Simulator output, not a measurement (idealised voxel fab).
process module | voxel air gaps
cross-section cut | 255 nm wide | cells 5 nm
A cross-section is a grid of square cells, given in bands from the top down. A band is one or more rows of cells.
Each band's line starts with the height of the band's top and of its bottom, in nm. Then come its materials from left to right, each with its width in nm. One material with "throughout" fills the band from edge to edge. "air" is empty space.
Height 0 is the level under which the wafer as received is all one material. The lowest band goes on downwards, as in "0 down".
A width such as "30 to 40" changes by the same amount from each row of cells to the next, from the band's top row to its bottom row.
"no change" after a step means that no cell of the cross-section changed.
closed voids: empty space of 8 cells or more with no open way to the top, each as width x height at its distance from the left edge, in nm
after a step's settings: what the simulator itself notes on the step
overlay nm, on a step with a mask: how far to the right of its planned place the mask lay; to the left if negative
plan
1 op RECEIVE | material Si
2 op CONFORMAL_DEP | material SiO2 | thk nm 10
3 op CONFORMAL_DEP | material SiN | thk nm 5
4 op DIRECTIONAL_DEP | material lowk | thk nm 40
5 op PATTERN | tone open | mask id LINES | material resist | width nm 15 | pitch nm 40 | thk nm 15 | overlay nm 0
6 op DIRECTIONAL_ETCH | etch materials lowk | depth nm 40
7 op STRIP | etch materials resist
8 op CONFORMAL_DEP | material TiN | thk nm 5
9 op FILL_DEP | material Cu | thk nm 5
10 op CMP | height nm 55
11 op EPI | material Ru | thk nm 10
12 op SELECTIVE_ETCH | etch materials lowk | depth nm 50
13 op CONFORMAL_DEP | material SiN | thk nm 5
as received, after step 1
  0 down: Si throughout
  closed voids: none
first wafer at the end, as planned
  70 to 65: air 45 | SiN 165 | air 45
  65 to 55: air 45 | SiN 5 | Ru 35 | SiN 5 | Ru 35 | SiN 5 | Ru 35 | SiN 5 | Ru 35 | SiN 5 | air 45
  55 to 50: air 45 | SiN 15 | TiN 5 | Cu 5 | TiN 5 | SiN 25 | TiN 5 | Cu 5 | TiN 5 | SiN 25 | TiN 5 | Cu 5 | TiN 5 | SiN 25 | TiN 5 | Cu 5 | TiN 5 | SiN 15 | air 45
  50 to 20: air 55 | SiN 5 | TiN 5 | Cu 5 | TiN 5 | SiN 5 | air 15 | SiN 5 | TiN 5 | Cu 5 | TiN 5 | SiN 5 | air 15 | SiN 5 | TiN 5 | Cu 5 | TiN 5 | SiN 5 | air 15 | SiN 5 | TiN 5 | Cu 5 | TiN 5 | SiN 5 | air 55
  20 to 15: SiN 60 | TiN 15 | SiN 25 | TiN 15 | SiN 25 | TiN 15 | SiN 25 | TiN 15 | SiN 60
  15 to 10: SiN throughout
  10 to 0: SiO2 throughout
  0 down: Si throughout
  closed voids: 15 x 30 at 80; 15 x 30 at 120; 15 x 30 at 160
second wafer at the end: like start, like plan, one mistake
  80 to 75: air 35 | SiN 185 | air 35
  75 to 55: air 35 | SiN 5 | Ru 175 | SiN 5 | air 35
  55 to 50: air 35 | SiN 25 | TiN 5 | Cu 5 | TiN 5 | lowk 25 | TiN 5 | Cu 5 | TiN 5 | lowk 25 | TiN 5 | Cu 5 | TiN 5 | lowk 25 | TiN 5 | Cu 5 | TiN 5 | SiN 25 | air 35
  50 to 20: air 55 | SiN 5 | TiN 5 | Cu 5 | TiN 5 | lowk 25 | TiN 5 | Cu 5 | TiN 5 | lowk 25 | TiN 5 | Cu 5 | TiN 5 | lowk 25 | TiN 5 | Cu 5 | TiN 5 | SiN 5 | air 55
  20 to 15: SiN 60 | TiN 15 | lowk 25 | TiN 15 | lowk 25 | TiN 15 | lowk 25 | TiN 15 | SiN 60
  15 to 10: SiN throughout
  10 to 0: SiO2 throughout
  0 down: Si throughout
  closed voids: none
what went wrong: step 11 was run twice
at the end the second wafer has, in cells: 84 more of Ru | 60 fewer of SiN | 120 more of lowk
closed voids at the end (first wafer, second wafer): 3, 0
